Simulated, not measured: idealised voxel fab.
process module | voxel wiring stack
We display cut, a cross-section 235 nm in width whose square cells are each 5 nm.
Heads up, the way a cross-section reads in here is a grid of square cells, handed over as bands from the top down, with every band being one or more rows of cells.
Band entry format. Leading values: height of top, height of bottom, nm. Remainder: materials in left-to-right order, each with its width in nm. Special words: "full width" on a single material, which then fills the band edge to edge; "empty", empty space.
Beneath 0, the wafer as received is one material, and that level is where height counting begins. The lowest band goes on downward without a bottom; it is written like "0 -> down".
A width such as "30->40" changes by the same amount from each row of cells to the next, from the band's top row to its bottom row.
Given "nothing altered" for a step, no cell of the cross-section differs between before and after that step.
Closed-off voids: empty space of 8 cells or more with no open way to the top, each as width x height at its distance from the left edge, in nm
after a step's settings: what the simulator itself notes on the step
A step's line can hold "overlay nm"; with a mask on that step, the setting says how far right of the planned place the mask lay, while a negative setting says it lay to the left.
Every pair from here on: before one process step, after it. The after cross-section reaches only to the lowest band that changed. Below the pair: the step in between and its settings. Pairs can belong to different runs of this module on the same starting wafer; a pair carries on from the pair above only if the entry headed "Prior to step" says so.
PRIOR TO STEP
- 0 -> down = Si full width
- Closed-off voids: none
AS PROCESSED
- 15 -> 0 = SiO2 full width
- Heights below 0 show no change.
- Closed-off voids: none
Step between the cross-sections above: op CONFORMAL_DEP | material SiO2 | thk nm 15
Prior to step: taken from the pair above, after panel.
AS PROCESSED
- 20 -> 15 = SiCN full width
- Heights below 15 show no change.
- Closed-off voids: none
Step between the cross-sections above: op CONFORMAL_DEP | material SiCN | thk nm 5
Prior to step: taken from the pair above, after panel.
AS PROCESSED
- 40 -> 20 = SiO2 full width
- Heights below 20 show no change.
- Closed-off voids: none
Step between the cross-sections above: op DIRECTIONAL_DEP | material SiO2 | thk nm 20
Prior to step: taken from the pair above, after panel.
AS PROCESSED
- 60 -> 40 = resist=45  empty=20  resist=20  empty=20  resist=20  empty=20  resist=20  empty=20  resist=50
- Heights below 40 show no change.
- Closed-off voids: none
Step between the cross-sections above: op PATTERN | tone open | mask id METAL_1 | material resist | width nm 20 | pitch nm 40 | thk nm 20 | overlay nm 0
Prior to step: taken from the pair above, after panel.
AS PROCESSED
- 60 -> 40 = resist=45  empty=20  resist=20  empty=20  resist=20  empty=20  resist=20  empty=20  resist=50
- 40 -> 20 = SiO2=45  empty=20  SiO2=20  empty=20  SiO2=20  empty=20  SiO2=20  empty=20  SiO2=50
- Heights below 20 show no change.
- Closed-off voids: none
Step between the cross-sections above: op DIRECTIONAL_ETCH | etch materials SiO2 | depth nm 20
Prior to step: taken from the pair above, after panel.
AS PROCESSED
- 60 -> 40 = resist=45  empty=20  resist=20  empty=20  resist=20  empty=20  resist=20  empty=20  resist=50
- 40 -> 20 = SiO2=45  empty=20  SiO2=20  empty=20  SiO2=20  empty=20  SiO2=20  empty=20  SiO2=50
- 20 -> 15 = SiCN=45  empty=20  SiCN=20  empty=20  SiCN=20  empty=20  SiCN=20  empty=20  SiCN=50
- Heights below 15 show no change.
- Closed-off voids: none
Step between the cross-sections above: op DIRECTIONAL_ETCH | etch materials SiCN | depth nm 5
Prior to step: taken from the pair above, after panel.
AS PROCESSED
- 40 -> 20 = SiO2=45  empty=20  SiO2=20  empty=20  SiO2=20  empty=20  SiO2=20  empty=20  SiO2=50
- Heights below 20 show no change.
- Closed-off voids: none
Step between the cross-sections above: op STRIP | etch materials resist
Prior to step: taken from the pair above, after panel.
AS PROCESSED
- 45 -> 40 = TiN=50  empty=10  TiN=30  empty=10  TiN=30  empty=10  TiN=30  empty=10  TiN=55
- 40 -> 20 = SiO2=45  TiN=5  empty=10  TiN=5  SiO2=20  TiN=5  empty=10  TiN=5  SiO2=20  TiN=5  empty=10  TiN=5  SiO2=20  TiN=5  empty=10  TiN=5  SiO2=50
- 20 -> 15 = SiCN=45  TiN=20  SiCN=20  TiN=20  SiCN=20  TiN=20  SiCN=20  TiN=20  SiCN=50
- Heights below 15 show no change.
- Closed-off voids: none
Step between the cross-sections above: op CONFORMAL_DEP | material TiN | thk nm 5
Prior to step: taken from the pair above, after panel.
AS PROCESSED
- 55 -> 45 = Ru full width
- 45 -> 40 = TiN=50  Ru=10  TiN=30  Ru=10  TiN=30  Ru=10  TiN=30  Ru=10  TiN=55
- 40 -> 20 = SiO2=45  TiN=5  Ru=10  TiN=5  SiO2=20  TiN=5  Ru=10  TiN=5  SiO2=20  TiN=5  Ru=10  TiN=5  SiO2=20  TiN=5  Ru=10  TiN=5  SiO2=50
- Heights below 20 show no change.
- Closed-off voids: none
Step between the cross-sections above: op FILL_DEP | material Ru | thk nm 10
Prior to step: taken from the pair above, after panel.
AS PROCESSED
- 40 -> 20 = SiO2=45  TiN=5  Ru=10  TiN=5  SiO2=20  TiN=5  Ru=10  TiN=5  SiO2=20  TiN=5  Ru=10  TiN=5  SiO2=20  TiN=5  Ru=10  TiN=5  SiO2=50
- Heights below 20 show no change.
- Closed-off voids: none
Step between the cross-sections above: op CMP | height nm 40
Prior to step: taken from the pair above, after panel.
AS PROCESSED
- 45 -> 40 = empty=40  Ru=30  empty=10  Ru=30  empty=10  Ru=30  empty=10  Ru=30  empty=45
- Heights below 40 show no change.
- Closed-off voids: none
Step between the cross-sections above: op EPI | material Ru | thk nm 5
Prior to step: taken from the pair above, after panel.
AS PROCESSED
- 50 -> 45 = SiCN full width
- 45 -> 40 = SiCN=40  Ru=30  SiCN=10  Ru=30  SiCN=10  Ru=30  SiCN=10  Ru=30  SiCN=45
- Heights below 40 show no change.
- Closed-off voids: none
Step between the cross-sections above: op FILL_DEP | material SiCN | thk nm 5
Prior to step: taken from the pair above, after panel.
AS PROCESSED
- 85 -> 50 = lowk full width
- Heights below 50 show no change.
- Closed-off voids: none
Step between the cross-sections above: op DIRECTIONAL_DEP | material lowk | thk nm 35
Prior to step: taken from the pair above, after panel.
AS PROCESSED
- 95 -> 85 = aC full width
- Heights below 85 show no change.
- Closed-off voids: none
Step between the cross-sections above: op DIRECTIONAL_DEP | material aC | thk nm 10
Prior to step: taken from the pair above, after panel.
AS PROCESSED
- 120 -> 95 = resist=45  empty=20  resist=20  empty=20  resist=20  empty=20  resist=20  empty=20  resist=50
- Heights below 95 show no change.
- Closed-off voids: none
Step between the cross-sections above: op PATTERN | tone open | mask id METAL_2 | material resist | width nm 20 | pitch nm 40 | thk nm 25 | overlay nm 0
Prior to step: taken from the pair above, after panel.
AS PROCESSED
- 110 -> 95 = resist=45  empty=20  resist=20  empty=20  resist=20  empty=20  resist=20  empty=20  resist=50
- 95 -> 85 = aC=45  empty=20  aC=20  empty=20  aC=20  empty=20  aC=20  empty=20  aC=50
- Heights below 85 show no change.
- Closed-off voids: none
Step between the cross-sections above: op DIRECTIONAL_ETCH | etch materials aC | depth nm 10
Prior to step: taken from the pair above, after panel.
AS PROCESSED
- 95 -> 85 = aC=45  empty=20  aC=20  empty=20  aC=20  empty=20  aC=20  empty=20  aC=50
- Heights below 85 show no change.
- Closed-off voids: none
Step between the cross-sections above: op STRIP | etch materials resist
Prior to step: taken from the pair above, after panel.
AS PROCESSED
- 95 -> 85 = aC=45  empty=20  aC=20  empty=20  aC=20  empty=20  aC=20  empty=20  aC=50
- 85 -> 65 = lowk=45  empty=20  lowk=20  empty=20  lowk=20  empty=20  lowk=20  empty=20  lowk=50
- Heights below 65 show no change.
- Closed-off voids: none
Step between the cross-sections above: op DIRECTIONAL_ETCH | etch materials lowk | depth nm 20
Prior to step: taken from the pair above, after panel.
AS PROCESSED
- 85 -> 65 = lowk=45  empty=20  lowk=20  empty=20  lowk=20  empty=20  lowk=20  empty=20  lowk=50
- Heights below 65 show no change.
- Closed-off voids: none
Step between the cross-sections above: op STRIP | etch materials aC
Prior to step: taken from the pair above, after panel.
AS PROCESSED
- 105 -> 85 = resist=45  empty=15  resist=65  empty=15  resist=95
- 85 -> 65 = lowk=45  empty=15  resist=5  lowk=20  resist=20  lowk=20  empty=15  resist=5  lowk=20  resist=20  lowk=50
- Heights below 65 show no change.
- Closed-off voids: none
Step between the cross-sections above: op PATTERN | tone open | mask id METAL_2_HOLES | material resist | width nm 15 | pitch nm 80 | thk nm 20 | overlay nm 0
Prior to step: taken from the pair above, after panel.
AS PROCESSED
- 105 -> 85 = resist=45  empty=15  resist=65  empty=15  resist=95
- 85 -> 65 = lowk=45  empty=15  resist=5  lowk=20  resist=20  lowk=20  empty=15  resist=5  lowk=20  resist=20  lowk=50
- 65 -> 50 = lowk=45  empty=15  lowk=65  empty=15  lowk=95
- Heights below 50 show no change.
- Closed-off voids: none
Step between the cross-sections above: op DIRECTIONAL_ETCH | etch materials lowk | depth nm 15
Prior to step: taken from the pair above, after panel.
AS PROCESSED
- 105 -> 85 = resist=45  empty=15  resist=65  empty=15  resist=95
- 85 -> 65 = lowk=45  empty=15  resist=5  lowk=20  resist=20  lowk=20  empty=15  resist=5  lowk=20  resist=20  lowk=50
- 65 -> 50 = lowk=45  empty=15  lowk=65  empty=15  lowk=95
- 50 -> 45 = SiCN=45  empty=15  SiCN=65  empty=15  SiCN=95
- Heights below 45 show no change.
- Closed-off voids: none
Step between the cross-sections above: op DIRECTIONAL_ETCH | etch materials SiCN | depth nm 5
Prior to step: taken from the pair above, after panel.
AS PROCESSED
- 85 -> 65 = lowk=45  empty=20  lowk=20  empty=20  lowk=20  empty=20  lowk=20  empty=20  lowk=50
- Heights below 65 show no change.
- Closed-off voids: none
Step between the cross-sections above: op STRIP | etch materials resist
Prior to step: taken from the pair above, after panel.
AS PROCESSED
- 90 -> 85 = TiN=50  empty=10  TiN=30  empty=10  TiN=30  empty=10  TiN=30  empty=10  TiN=55
- 85 -> 70 = lowk=45  TiN=5  empty=10  TiN=5  lowk=20  TiN=5  empty=10  TiN=5  lowk=20  TiN=5  empty=10  TiN=5  lowk=20  TiN=5  empty=10  TiN=5  lowk=50
- 70 -> 65 = lowk=45  TiN=5  empty=5  TiN=10  lowk=20  TiN=20  lowk=20  TiN=5  empty=5  TiN=10  lowk=20  TiN=20  lowk=50
- 65 -> 50 = lowk=45  TiN=5  empty=5  TiN=5  lowk=65  TiN=5  empty=5  TiN=5  lowk=95
- 50 -> 45 = SiCN=45  TiN=15  SiCN=65  TiN=15  SiCN=95
- Heights below 45 show no change.
- Closed-off voids: none
Step between the cross-sections above: op CONFORMAL_DEP | material TiN | thk nm 5
Prior to step: taken from the pair above, after panel.
AS PROCESSED
- 95 -> 90 = Cu full width
- 90 -> 85 = TiN=50  Cu=10  TiN=30  Cu=10  TiN=30  Cu=10  TiN=30  Cu=10  TiN=55
- 85 -> 70 = lowk=45  TiN=5  Cu=10  TiN=5  lowk=20  TiN=5  Cu=10  TiN=5  lowk=20  TiN=5  Cu=10  TiN=5  lowk=20  TiN=5  Cu=10  TiN=5  lowk=50
- 70 -> 65 = lowk=45  TiN=5  Cu=5  TiN=10  lowk=20  TiN=20  lowk=20  TiN=5  Cu=5  TiN=10  lowk=20  TiN=20  lowk=50
- 65 -> 50 = lowk=45  TiN=5  Cu=5  TiN=5  lowk=65  TiN=5  Cu=5  TiN=5  lowk=95
- Heights below 50 show no change.
- Closed-off voids: none
Step between the cross-sections above: op FILL_DEP | material Cu | thk nm 5
Prior to step: taken from the pair above, after panel.
AS PROCESSED
- 85 -> 70 = lowk=45  TiN=5  Cu=10  TiN=5  lowk=20  TiN=5  Cu=10  TiN=5  lowk=20  TiN=5  Cu=10  TiN=5  lowk=20  TiN=5  Cu=10  TiN=5  lowk=50
- Heights below 70 show no change.
- Closed-off voids: none
Step between the cross-sections above: op CMP | height nm 85
Prior to step: taken from the pair above, after panel.
AS PROCESSED
- 90 -> 85 = SiCN full width
- Heights below 85 show no change.
- Closed-off voids: none
Step between the cross-sections above: op CONFORMAL_DEP | material SiCN | thk nm 5
Prior to step: taken from the pair above, after panel.
AS PROCESSED
- 100 -> 90 = lowk full width
- Heights below 90 show no change.
- Closed-off voids: none
Step between the cross-sections above: op DIRECTIONAL_DEP | material lowk | thk nm 10
Prior to step: taken from the pair above, after panel.
AS PROCESSED
- 100 -> 90 = lowk=45  empty=15  lowk=25  empty=15  lowk=25  empty=15  lowk=25  empty=15  lowk=55
- Heights below 90 show no change.
- Closed-off voids: none
Step between the cross-sections above: op MASKED_ETCH | tone open | mask id PLUG_2 | width nm 15 | pitch nm 40 | etch materials lowk | depth nm 10 | overlay nm 0
Prior to step: taken from the pair above, after panel.
AS PROCESSED
- 100 -> 90 = lowk=45  empty=15  lowk=25  empty=15  lowk=25  empty=15  lowk=25  empty=15  lowk=55
- 90 -> 85 = SiCN=45  empty=15  SiCN=25  empty=15  SiCN=25  empty=15  SiCN=25  empty=15  SiCN=55
- Heights below 85 show no change.
- Closed-off voids: none
Step between the cross-sections above: op MASKED_ETCH | tone open | mask id PLUG_2 | width nm 15 | pitch nm 40 | etch materials SiCN | depth nm 5 | overlay nm 0
Prior to step: taken from the pair above, after panel.
AS PROCESSED
- 105 -> 100 = TiN=50  empty=5  TiN=35  empty=5  TiN=35  empty=5  TiN=35  empty=5  TiN=60
- 100 -> 90 = lowk=45  TiN=5  empty=5  TiN=5  lowk=25  TiN=5  empty=5  TiN=5  lowk=25  TiN=5  empty=5  TiN=5  lowk=25  TiN=5  empty=5  TiN=5  lowk=55
- 90 -> 85 = SiCN=45  TiN=15  SiCN=25  TiN=15  SiCN=25  TiN=15  SiCN=25  TiN=15  SiCN=55
- Heights below 85 show no change.
- Closed-off voids: none
Step between the cross-sections above: op CONFORMAL_DEP | material TiN | thk nm 5
Prior to step: taken from the pair above, after panel.
AS PROCESSED
- 115 -> 105 = Ru full width
- 105 -> 100 = TiN=50  Ru=5  TiN=35  Ru=5  TiN=35  Ru=5  TiN=35  Ru=5  TiN=60
- 100 -> 90 = lowk=45  TiN=5  Ru=5  TiN=5  lowk=25  TiN=5  Ru=5  TiN=5  lowk=25  TiN=5  Ru=5  TiN=5  lowk=25  TiN=5  Ru=5  TiN=5  lowk=55
- Heights below 90 show no change.
- Closed-off voids: none
Step between the cross-sections above: op FILL_DEP | material Ru | thk nm 10
Prior to step: taken from the pair above, after panel.
AS PROCESSED
- 100 -> 90 = lowk=45  TiN=5  Ru=5  TiN=5  lowk=25  TiN=5  Ru=5  TiN=5  lowk=25  TiN=5  Ru=5  TiN=5  lowk=25  TiN=5  Ru=5  TiN=5  lowk=55
- Heights below 90 show no change.
- Closed-off voids: none
Step between the cross-sections above: op CMP | height nm 100
Prior to step: taken from the pair above, after panel.
AS PROCESSED
- 105 -> 100 = TiN full width
- Heights below 100 show no change.
- Closed-off voids: none
Step between the cross-sections above: op DIRECTIONAL_DEP | material TiN | thk nm 5
Prior to step: taken from the pair above, after panel.
AS PROCESSED
- 120 -> 105 = Ru full width
- Heights below 105 show no change.
- Closed-off voids: none
Step between the cross-sections above: op DIRECTIONAL_DEP | material Ru | thk nm 15
Prior to step: taken from the pair above, after panel.
AS PROCESSED
- 120 -> 105 = empty=45  Ru=20  empty=20  Ru=20  empty=20  Ru=20  empty=20  Ru=20  empty=50
- Heights below 105 show no change.
- Closed-off voids: none
Step between the cross-sections above: op MASKED_ETCH | tone cover | mask id METAL_3 | width nm 20 | pitch nm 40 | etch materials Ru | depth nm 15 | overlay nm 0
Prior to step: taken from the pair above, after panel.
AS PROCESSED
- 120 -> 105 = empty=45  Ru=20  empty=20  Ru=20  empty=20  Ru=20  empty=20  Ru=20  empty=50
- 105 -> 100 = empty=45  TiN=20  empty=20  TiN=20  empty=20  TiN=20  empty=20  TiN=20  empty=50
- Heights below 100 show no change.
- Closed-off voids: none
Step between the cross-sections above: op MASKED_ETCH | tone cover | mask id METAL_3 | width nm 20 | pitch nm 40 | etch materials TiN | depth nm 5 | overlay nm 0
Prior to step: taken from the pair above, after panel.
AS PROCESSED
- 130 -> 120 = SiO2 full width
- 120 -> 105 = SiO2=45  Ru=20  SiO2=20  Ru=20  SiO2=20  Ru=20  SiO2=20  Ru=20  SiO2=50
- 105 -> 100 = SiO2=45  TiN=20  SiO2=20  TiN=20  SiO2=20  TiN=20  SiO2=20  TiN=20  SiO2=50
- Heights below 100 show no change.
- Closed-off voids: none
Step between the cross-sections above: op FILL_DEP | material SiO2 | thk nm 10
Prior to step: taken from the pair above, after panel.
AS PROCESSED
- 120 -> 105 = SiO2=45  Ru=20  SiO2=20  Ru=20  SiO2=20  Ru=20  SiO2=20  Ru=20  SiO2=50
- Heights below 105 show no change.
- Closed-off voids: none
Step between the cross-sections above: op CMP | height nm 120
Prior to step: taken from the pair above, after panel.
AS PROCESSED
- 125 -> 120 = SiCN full width
- Heights below 120 show no change.
- Closed-off voids: none
Step between the cross-sections above: op CONFORMAL_DEP | material SiCN | thk nm 5
Prior to step: taken from the pair above, after panel.
AS PROCESSED
- 135 -> 125 = lowk full width
- Heights below 125 show no change.
- Closed-off voids: none
Step between the cross-sections above: op DIRECTIONAL_DEP | material lowk | thk nm 10
Prior to step: taken from the pair above, after panel.
AS PROCESSED
- 150 -> 135 = aC full width
- Heights below 135 show no change.
- Closed-off voids: none
Step between the cross-sections above: op DIRECTIONAL_DEP | material aC | thk nm 15
Prior to step: taken from the pair above, after panel.
AS PROCESSED
- 185 -> 150 = resist=45  empty=15  resist=65  empty=15  resist=95
- Heights below 150 show no change.
- Closed-off voids: none
Step between the cross-sections above: op PATTERN | tone open | mask id PLUG_3 | material resist | width nm 15 | pitch nm 80 | thk nm 35 | overlay nm 0
Prior to step: taken from the pair above, after panel.
AS PROCESSED
- 170 -> 150 = resist=45  empty=15  resist=65  empty=15  resist=95
- 150 -> 135 = aC=45  empty=15  aC=65  empty=15  aC=95
- Heights below 135 show no change.
- Closed-off voids: none
Step between the cross-sections above: op DIRECTIONAL_ETCH | etch materials aC | depth nm 15
Prior to step: taken from the pair above, after panel.
AS PROCESSED
- 150 -> 135 = aC=45  empty=15  aC=65  empty=15  aC=95
- Heights below 135 show no change.
- Closed-off voids: none
Step between the cross-sections above: op STRIP | etch materials resist
Prior to step: taken from the pair above, after panel.
AS PROCESSED
- 150 -> 135 = aC=45  empty=15  aC=65  empty=15  aC=95
- 135 -> 125 = lowk=45  empty=15  lowk=65  empty=15  lowk=95
- Heights below 125 show no change.
- Closed-off voids: none
Step between the cross-sections above: op DIRECTIONAL_ETCH | etch materials lowk | depth nm 10
Prior to step: taken from the pair above, after panel.
AS PROCESSED
- 150 -> 135 = aC=45  empty=15  aC=65  empty=15  aC=95
- 135 -> 125 = lowk=45  empty=15  lowk=65  empty=15  lowk=95
- 125 -> 120 = SiCN=45  empty=15  SiCN=65  empty=15  SiCN=95
- Heights below 120 show no change.
- Closed-off voids: none
Step between the cross-sections above: op DIRECTIONAL_ETCH | etch materials SiCN | depth nm 5
Prior to step: taken from the pair above, after panel.
AS PROCESSED
- 135 -> 125 = lowk=45  empty=15  lowk=65  empty=15  lowk=95
- Heights below 125 show no change.
- Closed-off voids: none
Step between the cross-sections above: op STRIP | etch materials aC
Prior to step: taken from the pair above, after panel.
AS PROCESSED
- 140 -> 135 = TiN=50  empty=5  TiN=75  empty=5  TiN=100
- 135 -> 125 = lowk=45  TiN=5  empty=5  TiN=5  lowk=65  TiN=5  empty=5  TiN=5  lowk=95
- 125 -> 120 = SiCN=45  TiN=15  SiCN=65  TiN=15  SiCN=95
- Heights below 120 show no change.
- Closed-off voids: none
Step between the cross-sections above: op CONFORMAL_DEP | material TiN | thk nm 5
Prior to step: taken from the pair above, after panel.
AS PROCESSED
- 150 -> 140 = Ru full width
- 140 -> 135 = TiN=50  Ru=5  TiN=75  Ru=5  TiN=100
- 135 -> 125 = lowk=45  TiN=5  Ru=5  TiN=5  lowk=65  TiN=5  Ru=5  TiN=5  lowk=95
- Heights below 125 show no change.
- Closed-off voids: none
Step between the cross-sections above: op FILL_DEP | material Ru | thk nm 10
Prior to step: taken from the pair above, after panel.
AS PROCESSED
- 135 -> 125 = lowk=45  TiN=5  Ru=5  TiN=5  lowk=65  TiN=5  Ru=5  TiN=5  lowk=95
- Heights below 125 show no change.
- Closed-off voids: none
Step between the cross-sections above: op CMP | height nm 135
Prior to step: taken from the pair above, after panel.
AS PROCESSED
- 140 -> 135 = SiCN full width
- Heights below 135 show no change.
- Closed-off voids: none
Step between the cross-sections above: op CONFORMAL_DEP | material SiCN | thk nm 5
Prior to step: taken from the pair above, after panel.
AS PROCESSED
- 155 -> 140 = SiO2 full width
- Heights below 140 show no change.
- Closed-off voids: none
Step between the cross-sections above: op DIRECTIONAL_DEP | material SiO2 | thk nm 15
Prior to step: taken from the pair above, after panel.
AS PROCESSED
- 170 -> 155 = resist=45  empty=20  resist=20  empty=20  resist=20  empty=20  resist=20  empty=20  resist=50
- Heights below 155 show no change.
- Closed-off voids: none
Step between the cross-sections above: op PATTERN | tone open | mask id METAL_4 | material resist | width nm 20 | pitch nm 40 | thk nm 15 | overlay nm 0
Prior to step: taken from the pair above, after panel.
AS PROCESSED
- 170 -> 155 = resist=45  empty=20  resist=20  empty=20  resist=20  empty=20  resist=20  empty=20  resist=50
- 155 -> 140 = SiO2=45  empty=20  SiO2=20  empty=20  SiO2=20  empty=20  SiO2=20  empty=20  SiO2=50
- Heights below 140 show no change.
- Closed-off voids: none
Step between the cross-sections above: op DIRECTIONAL_ETCH | etch materials SiO2 | depth nm 15
Prior to step: taken from the pair above, after panel.
AS PROCESSED
- 170 -> 155 = resist=45  empty=20  resist=20  empty=20  resist=20  empty=20  resist=20  empty=20  resist=50
- 155 -> 140 = SiO2=45  empty=20  SiO2=20  empty=20  SiO2=20  empty=20  SiO2=20  empty=20  SiO2=50
- 140 -> 135 = SiCN=45  empty=20  SiCN=20  empty=20  SiCN=20  empty=20  SiCN=20  empty=20  SiCN=50
- Heights below 135 show no change.
- Closed-off voids: none
Step between the cross-sections above: op DIRECTIONAL_ETCH | etch materials SiCN | depth nm 5
Prior to step: taken from the pair above, after panel.
AS PROCESSED
- 155 -> 140 = SiO2=45  empty=20  SiO2=20  empty=20  SiO2=20  empty=20  SiO2=20  empty=20  SiO2=50
- Heights below 140 show no change.
- Closed-off voids: none
Step between the cross-sections above: op STRIP | etch materials resist
Prior to step: taken from the pair above, after panel.
AS PROCESSED
- 160 -> 155 = TiN=50  empty=10  TiN=30  empty=10  TiN=30  empty=10  TiN=30  empty=10  TiN=55
- 155 -> 140 = SiO2=45  TiN=5  empty=10  TiN=5  SiO2=20  TiN=5  empty=10  TiN=5  SiO2=20  TiN=5  empty=10  TiN=5  SiO2=20  TiN=5  empty=10  TiN=5  SiO2=50
- 140 -> 135 = SiCN=45  TiN=20  SiCN=20  TiN=20  SiCN=20  TiN=20  SiCN=20  TiN=20  SiCN=50
- Heights below 135 show no change.
- Closed-off voids: none
Step between the cross-sections above: op CONFORMAL_DEP | material TiN | thk nm 5
Prior to step: taken from the pair above, after panel.
AS PROCESSED
- 165 -> 160 = Cu full width
- 160 -> 155 = TiN=50  Cu=10  TiN=30  Cu=10  TiN=30  Cu=10  TiN=30  Cu=10  TiN=55
- 155 -> 140 = SiO2=45  TiN=5  Cu=10  TiN=5  SiO2=20  TiN=5  Cu=10  TiN=5  SiO2=20  TiN=5  Cu=10  TiN=5  SiO2=20  TiN=5  Cu=10  TiN=5  SiO2=50
- Heights below 140 show no change.
- Closed-off voids: none
Step between the cross-sections above: op FILL_DEP | material Cu | thk nm 5
Prior to step: taken from the pair above, after panel.
AS PROCESSED
- 155 -> 140 = SiO2=45  TiN=5  Cu=10  TiN=5  SiO2=20  TiN=5  Cu=10  TiN=5  SiO2=20  TiN=5  Cu=10  TiN=5  SiO2=20  TiN=5  Cu=10  TiN=5  SiO2=50
- Heights below 140 show no change.
- Closed-off voids: none
Step between the cross-sections above: op CMP | height nm 155
Prior to step: taken from the pair above, after panel.
AS PROCESSED
- 160 -> 155 = SiN full width
- Heights below 155 show no change.
- Closed-off voids: none
Step between the cross-sections above: op CONFORMAL_DEP | material SiN | thk nm 5
PRIOR TO STEP
- 55 -> 45 = Ru full width
- 45 -> 40 = TiN=50  Ru=10  TiN=30  Ru=10  TiN=30  Ru=10  TiN=30  Ru=10  TiN=55
- 40 -> 20 = SiO2=45  TiN=5  Ru=10  TiN=5  SiO2=20  TiN=5  Ru=10  TiN=5  SiO2=20  TiN=5  Ru=10  TiN=5  SiO2=20  TiN=5  Ru=10  TiN=5  SiO2=50
- 20 -> 15 = SiCN=45  TiN=20  SiCN=20  TiN=20  SiCN=20  TiN=20  SiCN=20  TiN=20  SiCN=50
- 15 -> 0 = SiO2 full width
- 0 -> down = Si full width
- Closed-off voids: none
AS PROCESSED
- 60 -> 45 = Ru full width
- Heights below 45 show no change.
- Closed-off voids: none
Step between the cross-sections above: op EPI | material Ru | thk nm 5
Prior to step: taken from the pair above, after panel.
AS PROCESSED
- 65 -> 60 = SiCN full width
- Heights below 60 show no change.
- Closed-off voids: none
Step between the cross-sections above: op FILL_DEP | material SiCN | thk nm 5
Prior to step: taken from the pair above, after panel.
AS PROCESSED
- 100 -> 65 = lowk full width
- Heights below 65 show no change.
- Closed-off voids: none
Step between the cross-sections above: op DIRECTIONAL_DEP | material lowk | thk nm 35
Prior to step: taken from the pair above, after panel.
AS PROCESSED
- 110 -> 100 = aC full width
- Heights below 100 show no change.
- Closed-off voids: none
Step between the cross-sections above: op DIRECTIONAL_DEP | material aC | thk nm 10
Prior to step: taken from the pair above, after panel.
AS PROCESSED
- 135 -> 110 = resist=45  empty=20  resist=20  empty=20  resist=20  empty=20  resist=20  empty=20  resist=50
- Heights below 110 show no change.
- Closed-off voids: none
Step between the cross-sections above: op PATTERN | tone open | mask id METAL_2 | material resist | width nm 20 | pitch nm 40 | thk nm 25 | overlay nm 0
Prior to step: taken from the pair above, after panel.
AS PROCESSED
- 125 -> 110 = resist=45  empty=20  resist=20  empty=20  resist=20  empty=20  resist=20  empty=20  resist=50
- 110 -> 100 = aC=45  empty=20  aC=20  empty=20  aC=20  empty=20  aC=20  empty=20  aC=50
- Heights below 100 show no change.
- Closed-off voids: none
Step between the cross-sections above: op DIRECTIONAL_ETCH | etch materials aC | depth nm 10
Prior to step: taken from the pair above, after panel.
AS PROCESSED
- 110 -> 100 = aC=45  empty=20  aC=20  empty=20  aC=20  empty=20  aC=20  empty=20  aC=50
- Heights below 100 show no change.
- Closed-off voids: none
Step between the cross-sections above: op STRIP | etch materials resist
Prior to step: taken from the pair above, after panel.
AS PROCESSED
- 110 -> 100 = aC=45  empty=20  aC=20  empty=20  aC=20  empty=20  aC=20  empty=20  aC=50
- 100 -> 80 = lowk=45  empty=20  lowk=20  empty=20  lowk=20  empty=20  lowk=20  empty=20  lowk=50
- Heights below 80 show no change.
- Closed-off voids: none
Step between the cross-sections above: op DIRECTIONAL_ETCH | etch materials lowk | depth nm 20
Prior to step: taken from the pair above, after panel.
AS PROCESSED
- 100 -> 80 = lowk=45  empty=20  lowk=20  empty=20  lowk=20  empty=20  lowk=20  empty=20  lowk=50
- Heights below 80 show no change.
- Closed-off voids: none
Step between the cross-sections above: op STRIP | etch materials aC
Prior to step: taken from the pair above, after panel.
AS PROCESSED
- 120 -> 100 = resist=45  empty=15  resist=65  empty=15  resist=95
- 100 -> 80 = lowk=45  empty=15  resist=5  lowk=20  resist=20  lowk=20  empty=15  resist=5  lowk=20  resist=20  lowk=50
- Heights below 80 show no change.
- Closed-off voids: none
Step between the cross-sections above: op PATTERN | tone open | mask id METAL_2_HOLES | material resist | width nm 15 | pitch nm 80 | thk nm 20 | overlay nm 0
Prior to step: taken from the pair above, after panel.
AS PROCESSED
- 120 -> 100 = resist=45  empty=15  resist=65  empty=15  resist=95
- 100 -> 80 = lowk=45  empty=15  resist=5  lowk=20  resist=20  lowk=20  empty=15  resist=5  lowk=20  resist=20  lowk=50
- 80 -> 65 = lowk=45  empty=15  lowk=65  empty=15  lowk=95
- Heights below 65 show no change.
- Closed-off voids: none
Step between the cross-sections above: op DIRECTIONAL_ETCH | etch materials lowk | depth nm 15
Prior to step: taken from the pair above, after panel.
AS PROCESSED
- 120 -> 100 = resist=45  empty=15  resist=65  empty=15  resist=95
- 100 -> 80 = lowk=45  empty=15  resist=5  lowk=20  resist=20  lowk=20  empty=15  resist=5  lowk=20  resist=20  lowk=50
- 80 -> 65 = lowk=45  empty=15  lowk=65  empty=15  lowk=95
- 65 -> 60 = SiCN=45  empty=15  SiCN=65  empty=15  SiCN=95
- Heights below 60 show no change.
- Closed-off voids: none
Step between the cross-sections above: op DIRECTIONAL_ETCH | etch materials SiCN | depth nm 5
Prior to step: taken from the pair above, after panel.
AS PROCESSED
- 100 -> 80 = lowk=45  empty=20  lowk=20  empty=20  lowk=20  empty=20  lowk=20  empty=20  lowk=50
- Heights below 80 show no change.
- Closed-off voids: none
Step between the cross-sections above: op STRIP | etch materials resist
Prior to step: taken from the pair above, after panel.
AS PROCESSED
- 105 -> 100 = TiN=50  empty=10  TiN=30  empty=10  TiN=30  empty=10  TiN=30  empty=10  TiN=55
- 100 -> 85 = lowk=45  TiN=5  empty=10  TiN=5  lowk=20  TiN=5  empty=10  TiN=5  lowk=20  TiN=5  empty=10  TiN=5  lowk=20  TiN=5  empty=10  TiN=5  lowk=50
- 85 -> 80 = lowk=45  TiN=5  empty=5  TiN=10  lowk=20  TiN=20  lowk=20  TiN=5  empty=5  TiN=10  lowk=20  TiN=20  lowk=50
- 80 -> 65 = lowk=45  TiN=5  empty=5  TiN=5  lowk=65  TiN=5  empty=5  TiN=5  lowk=95
- 65 -> 60 = SiCN=45  TiN=15  SiCN=65  TiN=15  SiCN=95
- Heights below 60 show no change.
- Closed-off voids: none
Step between the cross-sections above: op CONFORMAL_DEP | material TiN | thk nm 5
